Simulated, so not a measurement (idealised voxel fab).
The document below concerns the process module designated voxel wiring stack.
Square cells of 5 nm make up the cross-section cut, whose width is 255 nm.
Cross-section format: a grid of square cells, given as bands from top to bottom; each band is one or more rows of cells. What a band's entry tells you: where the top is and where the bottom is, as heights in nm, and after that what lies inside, material by material from left to right, each with its width in nm. Empty space is written as the word "blank", and a single material marked with the word "full width" occupies the band from edge to edge. Zero point of the height axis is 0; under it, received wafer = one material. Lowest band: continues down indefinitely, "top 0, no bottom". So if you see something like "30->40" for the width, read it as the top row of the band sitting at the first number and the bottom row at the second, with every row in between moving by the same amount as the last. Key: "nothing altered" - step with no changed cell in the cross-section. Closed empty spaces (no open way to the top) of 8 cells or more are what "Unvented voids" lists, each as width x height at distance from the left edge, nm for all three. On each step's line, the part that comes after the settings is the simulator's own comment on the step. overlay nm: mask offset rightward from planned place, masked step; negative means leftward offset.
# The following list gives the planned process steps
1,RECEIVE [material Si]
2,CONFORMAL_DEP [material SiO2] [thk nm 15]
3,CONFORMAL_DEP [material SiCN] [thk nm 5]
4,DIRECTIONAL_DEP [material lowk] [thk nm 15]
5,DIRECTIONAL_DEP [material aC] [thk nm 15]
6,PATTERN [tone open] [mask id METAL_1] [material resist] [width nm 25] [pitch nm 50] [thk nm 30] [overlay nm 0]
7,DIRECTIONAL_ETCH [etch materials aC] [depth nm 15]
8,STRIP [etch materials resist]
9,DIRECTIONAL_ETCH [etch materials lowk] [depth nm 15]
10,DIRECTIONAL_ETCH [etch materials SiCN] [depth nm 5]
11,STRIP [etch materials aC]
12,CONFORMAL_DEP [material TiN] [thk nm 5]
13,FILL_DEP [material Cu] [thk nm 5]
14,CMP [height nm 35]
15,CONFORMAL_DEP [material SiCN] [thk nm 5]
16,DIRECTIONAL_DEP [material lowk] [thk nm 15]
17,DIRECTIONAL_DEP [material aC] [thk nm 15]
18,PATTERN [tone open] [mask id PLUG_1] [material resist] [width nm 15] [pitch nm 50] [thk nm 35] [overlay nm 0]
19,DIRECTIONAL_ETCH [etch materials aC] [depth nm 15]
20,STRIP [etch materials resist]
21,DIRECTIONAL_ETCH [etch materials lowk] [depth nm 15]
22,DIRECTIONAL_ETCH [etch materials SiCN] [depth nm 5]
23,STRIP [etch materials aC]
24,EPI [material Ru] [thk nm 10]
25,EPI [material Ru] [thk nm 10]
26,CONFORMAL_DEP [material SiN] [thk nm 5]
27,DIRECTIONAL_DEP [material lowk] [thk nm 15]
28,MASKED_ETCH [tone open] [mask id METAL_2] [width nm 25] [pitch nm 50] [etch materials lowk] [depth nm 15] [overlay nm 0]
29,MASKED_ETCH [tone open] [mask id METAL_2] [width nm 25] [pitch nm 50] [etch materials SiN] [depth nm 5] [overlay nm 0]
30,CONFORMAL_DEP [material TiN] [thk nm 5]
31,FILL_DEP [material W] [thk nm 5]
32,CMP [height nm 75]
33,CONFORMAL_DEP [material SiCN] [thk nm 5]
34,DIRECTIONAL_DEP [material SiO2] [thk nm 15]
35,PATTERN [tone open] [mask id PLUG_2] [material resist] [width nm 15] [pitch nm 50] [thk nm 15] [overlay nm 0]
36,DIRECTIONAL_ETCH [etch materials SiO2] [depth nm 15]
37,DIRECTIONAL_ETCH [etch materials SiCN] [depth nm 5]
38,STRIP [etch materials resist]
39,EPI [material Ru] [thk nm 10]
40,EPI [material Ru] [thk nm 10]
41,DIRECTIONAL_DEP [material TiN] [thk nm 5]
42,DIRECTIONAL_DEP [material W] [thk nm 15]
43,DIRECTIONAL_DEP [material aC] [thk nm 10]
44,PATTERN [tone cover] [mask id METAL_3] [material resist] [width nm 25] [pitch nm 50] [thk nm 25] [overlay nm 0]
45,DIRECTIONAL_ETCH [etch materials aC] [depth nm 10]
46,STRIP [etch materials resist]
47,DIRECTIONAL_ETCH [etch materials W] [depth nm 15]
48,DIRECTIONAL_ETCH [etch materials TiN] [depth nm 5]
49,STRIP [etch materials aC]
50,CONFORMAL_DEP [material SiCN] [thk nm 5]
51,FILL_DEP [material SiO2] [thk nm 10]
52,CMP [height nm 115]
53,CONFORMAL_DEP [material SiCN] [thk nm 5]
# First out of two wafers; run went to plan
# Incoming wafer, cross-sectional view, post step 1
top 0, no bottom | Si full width
Unvented voids: none
# Upon completion of step 2, the wafer appears in cross-section as shown
top 15, bottom 0 | SiO2 full width
Under 0: no change, same as before.
# Upon completion of step 3, the wafer appears in cross-section as shown
top 20, bottom 15 | SiCN full width
Under 15: no change, same as before.
# Upon completion of step 4, the wafer appears in cross-section as shown
top 35, bottom 20 | lowk full width
Under 20: no change, same as before.
# Upon completion of step 5, the wafer appears in cross-section as shown
top 50, bottom 35 | aC full width
Under 35: no change, same as before.
# Upon completion of step 6, the wafer appears in cross-section as shown
top 80, bottom 50 | 90 nm resist; 25 nm blank; 25 nm resist; 25 nm blank; 90 nm resist
Under 50: no change, same as before.
# Upon completion of step 7, the wafer appears in cross-section as shown
top 65, bottom 50 | 90 nm resist; 25 nm blank; 25 nm resist; 25 nm blank; 90 nm resist
top 50, bottom 35 | 90 nm aC; 25 nm blank; 25 nm aC; 25 nm blank; 90 nm aC
Under 35: no change, same as before.
# Upon completion of step 8, the wafer appears in cross-section as shown
top 50, bottom 35 | 90 nm aC; 25 nm blank; 25 nm aC; 25 nm blank; 90 nm aC
Under 35: no change, same as before.
# Upon completion of step 9, the wafer appears in cross-section as shown
top 50, bottom 35 | 90 nm aC; 25 nm blank; 25 nm aC; 25 nm blank; 90 nm aC
top 35, bottom 20 | 90 nm lowk; 25 nm blank; 25 nm lowk; 25 nm blank; 90 nm lowk
Under 20: no change, same as before.
# Upon completion of step 10, the wafer appears in cross-section as shown
top 50, bottom 35 | 90 nm aC; 25 nm blank; 25 nm aC; 25 nm blank; 90 nm aC
top 35, bottom 20 | 90 nm lowk; 25 nm blank; 25 nm lowk; 25 nm blank; 90 nm lowk
top 20, bottom 15 | 90 nm SiCN; 25 nm blank; 25 nm SiCN; 25 nm blank; 90 nm SiCN
Under 15: no change, same as before.
# Upon completion of step 11, the wafer appears in cross-section as shown
top 35, bottom 20 | 90 nm lowk; 25 nm blank; 25 nm lowk; 25 nm blank; 90 nm lowk
Under 20: no change, same as before.
# Upon completion of step 12, the wafer appears in cross-section as shown
top 40, bottom 35 | 95 nm TiN; 15 nm blank; 35 nm TiN; 15 nm blank; 95 nm TiN
top 35, bottom 20 | 90 nm lowk; 5 nm TiN; 15 nm blank; 5 nm TiN; 25 nm lowk; 5 nm TiN; 15 nm blank; 5 nm TiN; 90 nm lowk
top 20, bottom 15 | 90 nm SiCN; 25 nm TiN; 25 nm SiCN; 25 nm TiN; 90 nm SiCN
Under 15: no change, same as before.
# Upon completion of step 13, the wafer appears in cross-section as shown
top 45, bottom 40 | Cu full width
top 40, bottom 35 | 95 nm TiN; 15 nm Cu; 35 nm TiN; 15 nm Cu; 95 nm TiN
top 35, bottom 20 | 90 nm lowk; 5 nm TiN; 15 nm Cu; 5 nm TiN; 25 nm lowk; 5 nm TiN; 15 nm Cu; 5 nm TiN; 90 nm lowk
Under 20: no change, same as before.
# Upon completion of step 14, the wafer appears in cross-section as shown
top 35, bottom 20 | 90 nm lowk; 5 nm TiN; 15 nm Cu; 5 nm TiN; 25 nm lowk; 5 nm TiN; 15 nm Cu; 5 nm TiN; 90 nm lowk
Under 20: no change, same as before.
# Upon completion of step 15, the wafer appears in cross-section as shown
top 40, bottom 35 | SiCN full width
Under 35: no change, same as before.
# Upon completion of step 16, the wafer appears in cross-section as shown
top 55, bottom 40 | lowk full width
Under 40: no change, same as before.
# Upon completion of step 17, the wafer appears in cross-section as shown
top 70, bottom 55 | aC full width
Under 55: no change, same as before.
# Upon completion of step 18, the wafer appears in cross-section as shown
top 105, bottom 70 | 90 nm resist; 15 nm blank; 35 nm resist; 15 nm blank; 100 nm resist
Under 70: no change, same as before.
# Upon completion of step 19, the wafer appears in cross-section as shown
top 90, bottom 70 | 90 nm resist; 15 nm blank; 35 nm resist; 15 nm blank; 100 nm resist
top 70, bottom 55 | 90 nm aC; 15 nm blank; 35 nm aC; 15 nm blank; 100 nm aC
Under 55: no change, same as before.
# Upon completion of step 20, the wafer appears in cross-section as shown
top 70, bottom 55 | 90 nm aC; 15 nm blank; 35 nm aC; 15 nm blank; 100 nm aC
Under 55: no change, same as before.
# Upon completion of step 21, the wafer appears in cross-section as shown
top 70, bottom 55 | 90 nm aC; 15 nm blank; 35 nm aC; 15 nm blank; 100 nm aC
top 55, bottom 40 | 90 nm lowk; 15 nm blank; 35 nm lowk; 15 nm blank; 100 nm lowk
Under 40: no change, same as before.
# Upon completion of step 22, the wafer appears in cross-section as shown
top 70, bottom 55 | 90 nm aC; 15 nm blank; 35 nm aC; 15 nm blank; 100 nm aC
top 55, bottom 40 | 90 nm lowk; 15 nm blank; 35 nm lowk; 15 nm blank; 100 nm lowk
top 40, bottom 35 | 90 nm SiCN; 15 nm blank; 35 nm SiCN; 15 nm blank; 100 nm SiCN
Under 35: no change, same as before.
# Upon completion of step 23, the wafer appears in cross-section as shown
top 55, bottom 40 | 90 nm lowk; 15 nm blank; 35 nm lowk; 15 nm blank; 100 nm lowk
Under 40: no change, same as before.
# Upon completion of step 24, the wafer appears in cross-section as shown
top 55, bottom 45 | 90 nm lowk; 15 nm blank; 35 nm lowk; 15 nm blank; 100 nm lowk
top 45, bottom 40 | 90 nm lowk; 15 nm Ru; 35 nm lowk; 15 nm Ru; 100 nm lowk
top 40, bottom 35 | 90 nm SiCN; 15 nm Ru; 35 nm SiCN; 15 nm Ru; 100 nm SiCN
Under 35: no change, same as before.
# Upon completion of step 25, the wafer appears in cross-section as shown
top 55, bottom 40 | 90 nm lowk; 15 nm Ru; 35 nm lowk; 15 nm Ru; 100 nm lowk
Under 40: no change, same as before.
# Upon completion of step 26, the wafer appears in cross-section as shown
top 60, bottom 55 | SiN full width
Under 55: no change, same as before.
# Upon completion of step 27, the wafer appears in cross-section as shown
top 75, bottom 60 | lowk full width
Under 60: no change, same as before.
# Upon completion of step 28, the wafer appears in cross-section as shown
top 75, bottom 60 | 90 nm lowk; 25 nm blank; 25 nm lowk; 25 nm blank; 90 nm lowk
Under 60: no change, same as before.
# Upon completion of step 29, the wafer appears in cross-section as shown
top 75, bottom 60 | 90 nm lowk; 25 nm blank; 25 nm lowk; 25 nm blank; 90 nm lowk
top 60, bottom 55 | 90 nm SiN; 25 nm blank; 25 nm SiN; 25 nm blank; 90 nm SiN
Under 55: no change, same as before.
# Upon completion of step 30, the wafer appears in cross-section as shown
top 80, bottom 75 | 95 nm TiN; 15 nm blank; 35 nm TiN; 15 nm blank; 95 nm TiN
top 75, bottom 60 | 90 nm lowk; 5 nm TiN; 15 nm blank; 5 nm TiN; 25 nm lowk; 5 nm TiN; 15 nm blank; 5 nm TiN; 90 nm lowk
top 60, bottom 55 | 90 nm SiN; 25 nm TiN; 25 nm SiN; 25 nm TiN; 90 nm SiN
Under 55: no change, same as before.
# Upon completion of step 31, the wafer appears in cross-section as shown
top 85, bottom 80 | W full width
top 80, bottom 75 | 95 nm TiN; 15 nm W; 35 nm TiN; 15 nm W; 95 nm TiN
top 75, bottom 60 | 90 nm lowk; 5 nm TiN; 15 nm W; 5 nm TiN; 25 nm lowk; 5 nm TiN; 15 nm W; 5 nm TiN; 90 nm lowk
Under 60: no change, same as before.
# Upon completion of step 32, the wafer appears in cross-section as shown
top 75, bottom 60 | 90 nm lowk; 5 nm TiN; 15 nm W; 5 nm TiN; 25 nm lowk; 5 nm TiN; 15 nm W; 5 nm TiN; 90 nm lowk
Under 60: no change, same as before.
# Upon completion of step 33, the wafer appears in cross-section as shown
top 80, bottom 75 | SiCN full width
Under 75: no change, same as before.
# Upon completion of step 34, the wafer appears in cross-section as shown
top 95, bottom 80 | SiO2 full width
Under 80: no change, same as before.
# Upon completion of step 35, the wafer appears in cross-section as shown
top 110, bottom 95 | 90 nm resist; 15 nm blank; 35 nm resist; 15 nm blank; 100 nm resist
Under 95: no change, same as before.
# Upon completion of step 36, the wafer appears in cross-section as shown
top 110, bottom 95 | 90 nm resist; 15 nm blank; 35 nm resist; 15 nm blank; 100 nm resist
top 95, bottom 80 | 90 nm SiO2; 15 nm blank; 35 nm SiO2; 15 nm blank; 100 nm SiO2
Under 80: no change, same as before.
# Upon completion of step 37, the wafer appears in cross-section as shown
top 110, bottom 95 | 90 nm resist; 15 nm blank; 35 nm resist; 15 nm blank; 100 nm resist
top 95, bottom 80 | 90 nm SiO2; 15 nm blank; 35 nm SiO2; 15 nm blank; 100 nm SiO2
top 80, bottom 75 | 90 nm SiCN; 15 nm blank; 35 nm SiCN; 15 nm blank; 100 nm SiCN
Under 75: no change, same as before.
# Upon completion of step 38, the wafer appears in cross-section as shown
top 95, bottom 80 | 90 nm SiO2; 15 nm blank; 35 nm SiO2; 15 nm blank; 100 nm SiO2
Under 80: no change, same as before.
# Upon completion of step 39, the wafer appears in cross-section as shown
top 95, bottom 85 | 90 nm SiO2; 15 nm blank; 35 nm SiO2; 15 nm blank; 100 nm SiO2
top 85, bottom 80 | 90 nm SiO2; 15 nm Ru; 35 nm SiO2; 15 nm Ru; 100 nm SiO2
top 80, bottom 75 | 90 nm SiCN; 15 nm Ru; 35 nm SiCN; 15 nm Ru; 100 nm SiCN
Under 75: no change, same as before.
# Upon completion of step 40, the wafer appears in cross-section as shown
top 95, bottom 80 | 90 nm SiO2; 15 nm Ru; 35 nm SiO2; 15 nm Ru; 100 nm SiO2
Under 80: no change, same as before.
# Upon completion of step 41, the wafer appears in cross-section as shown
top 100, bottom 95 | TiN full width
Under 95: no change, same as before.
# Upon completion of step 42, the wafer appears in cross-section as shown
top 115, bottom 100 | W full width
Under 100: no change, same as before.
# Upon completion of step 43, the wafer appears in cross-section as shown
top 125, bottom 115 | aC full width
Under 115: no change, same as before.
# Upon completion of step 44, the wafer appears in cross-section as shown
top 150, bottom 125 | 90 nm blank; 25 nm resist; 25 nm blank; 25 nm resist; 90 nm blank
Under 125: no change, same as before.
# Upon completion of step 45, the wafer appears in cross-section as shown
top 140, bottom 125 | 90 nm blank; 25 nm resist; 25 nm blank; 25 nm resist; 90 nm blank
top 125, bottom 115 | 90 nm blank; 25 nm aC; 25 nm blank; 25 nm aC; 90 nm blank
Under 115: no change, same as before.
# Upon completion of step 46, the wafer appears in cross-section as shown
top 125, bottom 115 | 90 nm blank; 25 nm aC; 25 nm blank; 25 nm aC; 90 nm blank
Under 115: no change, same as before.
# Upon completion of step 47, the wafer appears in cross-section as shown
top 125, bottom 115 | 90 nm blank; 25 nm aC; 25 nm blank; 25 nm aC; 90 nm blank
top 115, bottom 100 | 90 nm blank; 25 nm W; 25 nm blank; 25 nm W; 90 nm blank
Under 100: no change, same as before.
# Upon completion of step 48, the wafer appears in cross-section as shown
top 125, bottom 115 | 90 nm blank; 25 nm aC; 25 nm blank; 25 nm aC; 90 nm blank
top 115, bottom 100 | 90 nm blank; 25 nm W; 25 nm blank; 25 nm W; 90 nm blank
top 100, bottom 95 | 90 nm blank; 25 nm TiN; 25 nm blank; 25 nm TiN; 90 nm blank
Under 95: no change, same as before.
# Upon completion of step 49, the wafer appears in cross-section as shown
top 115, bottom 100 | 90 nm blank; 25 nm W; 25 nm blank; 25 nm W; 90 nm blank
Under 100: no change, same as before.
# Upon completion of step 50, the wafer appears in cross-section as shown
top 120, bottom 115 | 85 nm blank; 35 nm SiCN; 15 nm blank; 35 nm SiCN; 85 nm blank
top 115, bottom 100 | 85 nm blank; 5 nm SiCN; 25 nm W; 5 nm SiCN; 15 nm blank; 5 nm SiCN; 25 nm W; 5 nm SiCN; 85 nm blank
top 100, bottom 95 | 90 nm SiCN; 25 nm TiN; 25 nm SiCN; 25 nm TiN; 90 nm SiCN
Under 95: no change, same as before.
# Upon completion of step 51, the wafer appears in cross-section as shown
top 130, bottom 120 | SiO2 full width
top 120, bottom 115 | 85 nm SiO2; 35 nm SiCN; 15 nm SiO2; 35 nm SiCN; 85 nm SiO2
top 115, bottom 100 | 85 nm SiO2; 5 nm SiCN; 25 nm W; 5 nm SiCN; 15 nm SiO2; 5 nm SiCN; 25 nm W; 5 nm SiCN; 85 nm SiO2
Under 100: no change, same as before.
# Upon completion of step 52, the wafer appears in cross-section as shown
top 115, bottom 100 | 85 nm SiO2; 5 nm SiCN; 25 nm W; 5 nm SiCN; 15 nm SiO2; 5 nm SiCN; 25 nm W; 5 nm SiCN; 85 nm SiO2
Under 100: no change, same as before.
# Upon completion of step 53, the wafer appears in cross-section as shown
top 120, bottom 115 | SiCN full width
Under 115: no change, same as before.
# The second wafer: identical to the first at the outset and in its planned sequence, differing only in that one mistake was made during processing; up to and including step 15, its path is the first wafer's path
# The second wafer in cross-section, at the planned close of step 16
top 45, bottom 40 | lowk full width
Under 40: no change, same as before.
# The second wafer in cross-section, at the planned close of step 17
top 60, bottom 45 | aC full width
Under 45: no change, same as before.
# The second wafer in cross-section, at the planned close of step 18
top 95, bottom 60 | 90 nm resist; 15 nm blank; 35 nm resist; 15 nm blank; 100 nm resist
Under 60: no change, same as before.
# The second wafer in cross-section, at the planned close of step 19
top 80, bottom 60 | 90 nm resist; 15 nm blank; 35 nm resist; 15 nm blank; 100 nm resist
top 60, bottom 45 | 90 nm aC; 15 nm blank; 35 nm aC; 15 nm blank; 100 nm aC
Under 45: no change, same as before.
# The second wafer in cross-section, at the planned close of step 20
top 60, bottom 45 | 90 nm aC; 15 nm blank; 35 nm aC; 15 nm blank; 100 nm aC
Under 45: no change, same as before.
# The second wafer in cross-section, at the planned close of step 21
top 60, bottom 45 | 90 nm aC; 15 nm blank; 35 nm aC; 15 nm blank; 100 nm aC
top 45, bottom 40 | 90 nm lowk; 15 nm blank; 35 nm lowk; 15 nm blank; 100 nm lowk
Under 40: no change, same as before.
# The second wafer in cross-section, at the planned close of step 22
top 60, bottom 45 | 90 nm aC; 15 nm blank; 35 nm aC; 15 nm blank; 100 nm aC
top 45, bottom 40 | 90 nm lowk; 15 nm blank; 35 nm lowk; 15 nm blank; 100 nm lowk
top 40, bottom 35 | 90 nm SiCN; 15 nm blank; 35 nm SiCN; 15 nm blank; 100 nm SiCN
Under 35: no change, same as before.
# The second wafer in cross-section, at the planned close of step 23
top 45, bottom 40 | 90 nm lowk; 15 nm blank; 35 nm lowk; 15 nm blank; 100 nm lowk
Under 40: no change, same as before.
# The second wafer in cross-section, at the planned close of step 24
top 45, bottom 40 | 90 nm lowk; 15 nm Ru; 35 nm lowk; 15 nm Ru; 100 nm lowk
top 40, bottom 35 | 90 nm SiCN; 15 nm Ru; 35 nm SiCN; 15 nm Ru; 100 nm SiCN
Under 35: no change, same as before.
# The second wafer in cross-section, at the planned close of step 25
top 55, bottom 45 | 80 nm blank; 35 nm Ru; 15 nm blank; 35 nm Ru; 90 nm blank
Under 45: no change, same as before.
# The second wafer in cross-section, at the planned close of step 26
top 60, bottom 55 | 75 nm blank; 45 nm SiN; 5 nm blank; 45 nm SiN; 85 nm blank
top 55, bottom 50 | 75 nm blank; 5 nm SiN; 35 nm Ru; 5 nm SiN; 5 nm blank; 5 nm SiN; 35 nm Ru; 5 nm SiN; 85 nm blank
top 50, bottom 45 | 80 nm SiN; 35 nm Ru; 15 nm SiN; 35 nm Ru; 90 nm SiN
Under 45: no change, same as before.
# The second wafer in cross-section, at the planned close of step 27
top 75, bottom 65 | 75 nm blank; 45 nm lowk; 5 nm blank; 45 nm lowk; 85 nm blank
top 65, bottom 60 | lowk full width
top 60, bottom 55 | 75 nm lowk; 45 nm SiN; 5 nm lowk; 45 nm SiN; 85 nm lowk
top 55, bottom 50 | 75 nm lowk; 5 nm SiN; 35 nm Ru; 5 nm SiN; 5 nm lowk; 5 nm SiN; 35 nm Ru; 5 nm SiN; 85 nm lowk
Under 50: no change, same as before.
# The second wafer in cross-section, at the planned close of step 28
top 75, bottom 65 | 75 nm blank; 15 nm lowk; 25 nm blank; 5 nm lowk; 5 nm blank; 15 nm lowk; 25 nm blank; 5 nm lowk; 85 nm blank
top 65, bottom 60 | 90 nm lowk; 25 nm blank; 25 nm lowk; 25 nm blank; 90 nm lowk
Under 60: no change, same as before.
# The second wafer in cross-section, at the planned close of step 29
top 75, bottom 65 | 75 nm blank; 15 nm lowk; 25 nm blank; 5 nm lowk; 5 nm blank; 15 nm lowk; 25 nm blank; 5 nm lowk; 85 nm blank
top 65, bottom 60 | 90 nm lowk; 25 nm blank; 25 nm lowk; 25 nm blank; 90 nm lowk
top 60, bottom 55 | 75 nm lowk; 15 nm SiN; 25 nm blank; 5 nm SiN; 5 nm lowk; 15 nm SiN; 25 nm blank; 5 nm SiN; 85 nm lowk
Under 55: no change, same as before.
# The second wafer in cross-section, at the planned close of step 30
top 80, bottom 75 | 70 nm blank; 25 nm TiN; 15 nm blank; 35 nm TiN; 15 nm blank; 15 nm TiN; 80 nm blank
top 75, bottom 70 | 70 nm blank; 5 nm TiN; 15 nm lowk; 5 nm TiN; 15 nm blank; 5 nm TiN; 5 nm lowk; 5 nm TiN; 15 nm lowk; 5 nm TiN; 15 nm blank; 5 nm TiN; 5 nm lowk; 5 nm TiN; 80 nm blank
top 70, bottom 65 | 75 nm TiN; 15 nm lowk; 5 nm TiN; 15 nm blank; 5 nm TiN; 5 nm lowk; 5 nm TiN; 15 nm lowk; 5 nm TiN; 15 nm blank; 5 nm TiN; 5 nm lowk; 85 nm TiN
top 65, bottom 60 | 90 nm lowk; 5 nm TiN; 15 nm blank; 5 nm TiN; 25 nm lowk; 5 nm TiN; 15 nm blank; 5 nm TiN; 90 nm lowk
top 60, bottom 55 | 75 nm lowk; 15 nm SiN; 25 nm TiN; 5 nm SiN; 5 nm lowk; 15 nm SiN; 25 nm TiN; 5 nm SiN; 85 nm lowk
Under 55: no change, same as before.
# The second wafer in cross-section, at the planned close of step 31
top 85, bottom 80 | W full width
top 80, bottom 75 | 70 nm W; 25 nm TiN; 15 nm W; 35 nm TiN; 15 nm W; 15 nm TiN; 80 nm W
top 75, bottom 70 | 70 nm W; 5 nm TiN; 15 nm lowk; 5 nm TiN; 15 nm W; 5 nm TiN; 5 nm lowk; 5 nm TiN; 15 nm lowk; 5 nm TiN; 15 nm W; 5 nm TiN; 5 nm lowk; 5 nm TiN; 80 nm W
top 70, bottom 65 | 75 nm TiN; 15 nm lowk; 5 nm TiN; 15 nm W; 5 nm TiN; 5 nm lowk; 5 nm TiN; 15 nm lowk; 5 nm TiN; 15 nm W; 5 nm TiN; 5 nm lowk; 85 nm TiN
top 65, bottom 60 | 90 nm lowk; 5 nm TiN; 15 nm W; 5 nm TiN; 25 nm lowk; 5 nm TiN; 15 nm W; 5 nm TiN; 90 nm lowk
Under 60: no change, same as before.
# The second wafer in cross-section, at the planned close of step 32
top 75, bottom 70 | 70 nm W; 5 nm TiN; 15 nm lowk; 5 nm TiN; 15 nm W; 5 nm TiN; 5 nm lowk; 5 nm TiN; 15 nm lowk; 5 nm TiN; 15 nm W; 5 nm TiN; 5 nm lowk; 5 nm TiN; 80 nm W
Under 70: no change, same as before.
# The second wafer in cross-section, at the planned close of step 33
top 80, bottom 75 | SiCN full width
Under 75: no change, same as before.
# The second wafer in cross-section, at the planned close of step 34
top 95, bottom 80 | SiO2 full width
Under 80: no change, same as before.
# The second wafer in cross-section, at the planned close of step 35
top 110, bottom 95 | 90 nm resist; 15 nm blank; 35 nm resist; 15 nm blank; 100 nm resist
Under 95: no change, same as before.
# The second wafer in cross-section, at the planned close of step 36
top 110, bottom 95 | 90 nm resist; 15 nm blank; 35 nm resist; 15 nm blank; 100 nm resist
top 95, bottom 80 | 90 nm SiO2; 15 nm blank; 35 nm SiO2; 15 nm blank; 100 nm SiO2
Under 80: no change, same as before.
# The second wafer in cross-section, at the planned close of step 37
top 110, bottom 95 | 90 nm resist; 15 nm blank; 35 nm resist; 15 nm blank; 100 nm resist
top 95, bottom 80 | 90 nm SiO2; 15 nm blank; 35 nm SiO2; 15 nm blank; 100 nm SiO2
top 80, bottom 75 | 90 nm SiCN; 15 nm blank; 35 nm SiCN; 15 nm blank; 100 nm SiCN
Under 75: no change, same as before.
# The second wafer in cross-section, at the planned close of step 38
top 95, bottom 80 | 90 nm SiO2; 15 nm blank; 35 nm SiO2; 15 nm blank; 100 nm SiO2
Under 80: no change, same as before.
# The second wafer in cross-section, at the planned close of step 39
top 95, bottom 85 | 90 nm SiO2; 15 nm blank; 35 nm SiO2; 15 nm blank; 100 nm SiO2
top 85, bottom 80 | 90 nm SiO2; 15 nm Ru; 35 nm SiO2; 15 nm Ru; 100 nm SiO2
top 80, bottom 75 | 90 nm SiCN; 15 nm Ru; 35 nm SiCN; 15 nm Ru; 100 nm SiCN
Under 75: no change, same as before.
# The second wafer in cross-section, at the planned close of step 40
top 95, bottom 80 | 90 nm SiO2; 15 nm Ru; 35 nm SiO2; 15 nm Ru; 100 nm SiO2
Under 80: no change, same as before.
# The second wafer in cross-section, at the planned close of step 41
top 100, bottom 95 | TiN full width
Under 95: no change, same as before.
# The second wafer in cross-section, at the planned close of step 42
top 115, bottom 100 | W full width
Under 100: no change, same as before.
# The second wafer in cross-section, at the planned close of step 43
top 125, bottom 115 | aC full width
Under 115: no change, same as before.
# The second wafer in cross-section, at the planned close of step 44
top 150, bottom 125 | 90 nm blank; 25 nm resist; 25 nm blank; 25 nm resist; 90 nm blank
Under 125: no change, same as before.
# The second wafer in cross-section, at the planned close of step 45
top 140, bottom 125 | 90 nm blank; 25 nm resist; 25 nm blank; 25 nm resist; 90 nm blank
top 125, bottom 115 | 90 nm blank; 25 nm aC; 25 nm blank; 25 nm aC; 90 nm blank
Under 115: no change, same as before.
# The second wafer in cross-section, at the planned close of step 46
top 125, bottom 115 | 90 nm blank; 25 nm aC; 25 nm blank; 25 nm aC; 90 nm blank
Under 115: no change, same as before.
# The second wafer in cross-section, at the planned close of step 47
top 125, bottom 115 | 90 nm blank; 25 nm aC; 25 nm blank; 25 nm aC; 90 nm blank
top 115, bottom 100 | 90 nm blank; 25 nm W; 25 nm blank; 25 nm W; 90 nm blank
Under 100: no change, same as before.
# The second wafer in cross-section, at the planned close of step 48
top 125, bottom 115 | 90 nm blank; 25 nm aC; 25 nm blank; 25 nm aC; 90 nm blank
top 115, bottom 100 | 90 nm blank; 25 nm W; 25 nm blank; 25 nm W; 90 nm blank
top 100, bottom 95 | 90 nm blank; 25 nm TiN; 25 nm blank; 25 nm TiN; 90 nm blank
Under 95: no change, same as before.
# The second wafer in cross-section, at the planned close of step 49
top 115, bottom 100 | 90 nm blank; 25 nm W; 25 nm blank; 25 nm W; 90 nm blank
Under 100: no change, same as before.
# The second wafer in cross-section, at the planned close of step 50
top 120, bottom 115 | 85 nm blank; 35 nm SiCN; 15 nm blank; 35 nm SiCN; 85 nm blank
top 115, bottom 100 | 85 nm blank; 5 nm SiCN; 25 nm W; 5 nm SiCN; 15 nm blank; 5 nm SiCN; 25 nm W; 5 nm SiCN; 85 nm blank
top 100, bottom 95 | 90 nm SiCN; 25 nm TiN; 25 nm SiCN; 25 nm TiN; 90 nm SiCN
Under 95: no change, same as before.
# The second wafer in cross-section, at the planned close of step 51
top 130, bottom 120 | SiO2 full width
top 120, bottom 115 | 85 nm SiO2; 35 nm SiCN; 15 nm SiO2; 35 nm SiCN; 85 nm SiO2
top 115, bottom 100 | 85 nm SiO2; 5 nm SiCN; 25 nm W; 5 nm SiCN; 15 nm SiO2; 5 nm SiCN; 25 nm W; 5 nm SiCN; 85 nm SiO2
Under 100: no change, same as before.
# The second wafer in cross-section, at the planned close of step 52
top 115, bottom 100 | 85 nm SiO2; 5 nm SiCN; 25 nm W; 5 nm SiCN; 15 nm SiO2; 5 nm SiCN; 25 nm W; 5 nm SiCN; 85 nm SiO2
Under 100: no change, same as before.
# The second wafer in cross-section, at the planned close of step 53
top 120, bottom 115 | SiCN full width
Under 115: no change, same as before.
So what did we get wrong on this run? step 16 did not happen as planned, as run it was DIRECTIONAL_DEP [material lowk] [thk nm 5]
End of process, cell counts, second wafer against first, materials with more or fewer: Ru: 16 more; SiN: 8 more; TiN: 36 more; W: 30 more; lowk: 90 fewer
